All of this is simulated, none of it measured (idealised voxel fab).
process module | voxel double patterning
cross-section cut | 195 nm wide | cells 5 nm
A cross-section is a grid of square cells, given in bands from the top down. A band is one or more rows of cells.
Each band's line starts with the height of the band's top and of its bottom, in nm. Then come its materials from left to right, each with its width in nm. One material with "throughout" fills the band from edge to edge. "air" is empty space.
Height 0 is the level under which the wafer as received is all one material. The lowest band goes on downwards, as in "0 down".
A width such as "30 to 40" changes by the same amount from each row of cells to the next, from the band's top row to its bottom row.
"no change" after a step means that no cell of the cross-section changed.
closed voids: empty space of 8 cells or more with no open way to the top, each as width x height at its distance from the left edge, in nm
after a step's settings: what the simulator itself notes on the step
overlay nm, on a step with a mask: how far to the right of its planned place the mask lay; to the left if negative
plan
1 op RECEIVE | material Si
2 op CONFORMAL_DEP | material SiN | thk nm 5
3 op DIRECTIONAL_DEP | material SiO2 | thk nm 15
4 op DIRECTIONAL_DEP | material SiCN | thk nm 5
5 op MASKED_ETCH | tone open | mask id FIRST | width nm 15 | pitch nm 50 | etch materials SiCN | depth nm 5 | overlay nm 0
6 op PATTERN | tone open | mask id SECOND | material resist | width nm 15 | pitch nm 50 | thk nm 15 | overlay nm 0
7 op DIRECTIONAL_ETCH | etch materials SiCN | depth nm 5
8 op STRIP | etch materials resist
9 op DIRECTIONAL_ETCH | etch materials SiO2 | depth nm 15
10 op STRIP | etch materials SiCN
first wafer, as planned
as received, after step 1
  0 down: Si throughout
  closed voids: none
after step 2
  5 to 0: SiN throughout
  below 0: unchanged
after step 3
  20 to 5: SiO2 throughout
  below 5: unchanged
after step 4
  25 to 20: SiCN throughout
  below 20: unchanged
after step 5
  25 to 20: SiCN 40 | air 15 | SiCN 35 | air 15 | SiCN 35 | air 15 | SiCN 40
  below 20: unchanged
after step 6
  40 to 25: resist 65 | air 15 | resist 35 | air 15 | resist 65
  25 to 20: SiCN 40 | resist 15 | SiCN 35 | resist 15 | SiCN 35 | resist 15 | SiCN 40
  below 20: unchanged
after step 7
  40 to 25: resist 65 | air 15 | resist 35 | air 15 | resist 65
  25 to 20: SiCN 40 | resist 15 | SiCN 10 | air 15 | SiCN 10 | resist 15 | SiCN 10 | air 15 | SiCN 10 | resist 15 | SiCN 40
  below 20: unchanged
after step 8
  25 to 20: SiCN 40 | air 15 | SiCN 10 | air 15 | SiCN 10 | air 15 | SiCN 10 | air 15 | SiCN 10 | air 15 | SiCN 40
  below 20: unchanged
after step 9
  25 to 20: SiCN 40 | air 15 | SiCN 10 | air 15 | SiCN 10 | air 15 | SiCN 10 | air 15 | SiCN 10 | air 15 | SiCN 40
  20 to 5: SiO2 40 | air 15 | SiO2 10 | air 15 | SiO2 10 | air 15 | SiO2 10 | air 15 | SiO2 10 | air 15 | SiO2 40
  below 5: unchanged
after step 10
  20 to 5: SiO2 40 | air 15 | SiO2 10 | air 15 | SiO2 10 | air 15 | SiO2 10 | air 15 | SiO2 10 | air 15 | SiO2 40
  below 5: unchanged
second wafer: like start, like plan, one mistake. Through step 5 it matches the first wafer
when step 6 should have ended
  40 to 25: resist 60 | air 25 | resist 25 | air 25 | resist 60
  25 to 20: SiCN 40 | resist 15 | SiCN 35 | resist 15 | SiCN 35 | resist 15 | SiCN 40
  below 20: unchanged
when step 7 should have ended
  40 to 25: resist 60 | air 25 | resist 25 | air 25 | resist 60
  25 to 20: SiCN 40 | resist 15 | SiCN 5 | air 25 | SiCN 5 | resist 15 | SiCN 5 | air 25 | SiCN 5 | resist 15 | SiCN 40
  below 20: unchanged
when step 8 should have ended
  25 to 20: SiCN 40 | air 15 | SiCN 5 | air 25 | SiCN 5 | air 15 | SiCN 5 | air 25 | SiCN 5 | air 15 | SiCN 40
  below 20: unchanged
when step 9 should have ended
  25 to 20: SiCN 40 | air 15 | SiCN 5 | air 25 | SiCN 5 | air 15 | SiCN 5 | air 25 | SiCN 5 | air 15 | SiCN 40
  20 to 5: SiO2 40 | air 15 | SiO2 5 | air 25 | SiO2 5 | air 15 | SiO2 5 | air 25 | SiO2 5 | air 15 | SiO2 40
  below 5: unchanged
when step 10 should have ended
  20 to 5: SiO2 40 | air 15 | SiO2 5 | air 25 | SiO2 5 | air 15 | SiO2 5 | air 25 | SiO2 5 | air 15 | SiO2 40
  below 5: unchanged
what went wrong: step 6 ran as: op PATTERN | tone open | mask id SECOND | material resist | width nm 25 | pitch nm 50 | thk nm 15 | overlay nm 0
at the end the second wafer has, in cells: 12 fewer of SiO2
